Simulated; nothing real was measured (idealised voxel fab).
This section sets out a process module, namely voxel local oxidation.
Xsec cut, 220 nm wide, square cell size 5 nm.
Square cells in a grid make up a cross-section in this document, and the grid is given as bands, listed from the top down, each one or more rows of cells.
First you get the band's top height and its bottom height, in nm, and then the materials it's made of, left to right, with each width in nm. If you see a single material with "all across", that one covers the band edge to edge. "air" is empty space.
Beneath 0, the wafer as received is one material, and that level is where height counting begins. The lowest band goes on downward without a bottom; it is written like "z 0 and below".
The width entry "30->40" should be interpreted row by row: the top row of cells in the band takes the first number, the bottom row takes the second number, and the change between adjacent rows is uniform throughout.
Step note "no alteration" = no cross-section cell changed.
So "Tabulated closed voids" is basically the list of trapped voids: any empty space of 8 cells or more that can't reach the top through an opening. They're written width x height at distance, the distance being from the left edge, and it's all nm.
That trailing text on a step's line, after the settings, is the simulator's own remark on the step.
overlay nm: mask right of planned place by this much (step with mask). Neg. = left.
Planned step list for the process
1) RECEIVE with material Si
2) OXIDIZE with depth nm 5
3) CONFORMAL_DEP with material SiN, thk nm 15
4) PATTERN with tone cover, mask id ACTIVE, material resist, width nm 110, thk nm 15, overlay nm 0
5) DIRECTIONAL_ETCH with etch materials SiN, depth nm 15
6) STRIP with etch materials resist
7) SELECTIVE_ETCH with etch materials SiO2, depth nm 5
8) OXIDIZE with depth nm 10
9) STRIP with etch materials SiN
Received-state cross-section, reflecting completion of step 1
	z 0 and below  Si all across
	Tabulated closed voids: none
Wafer cross-section at module end: first of two, run to plan
	z 0 to -5  air 60 nm / SiO2 100 nm / air 60 nm
	z -5 to -15  SiO2 70 nm / Si 80 nm / SiO2 70 nm
	z -15 and below  Si all across
	Tabulated closed voids: none
Wafer two (of two), end-of-module cross-section: start = wafer one, plan = wafer one, one run mistake
	z 0 to -5  air 50 nm / SiO2 100 nm / air 70 nm
	z -5 to -15  SiO2 60 nm / Si 80 nm / SiO2 80 nm
	z -15 and below  Si all across
	Tabulated closed voids: none
What was the processing mistake? step 4 did not use the planned setting and instead ran as PATTERN with tone cover, mask id ACTIVE, material resist, width nm 110, thk nm 15, overlay nm -10
If you tally the cells, the second wafer ends up with the same amount of every material as the first; it's all just sitting in different places.
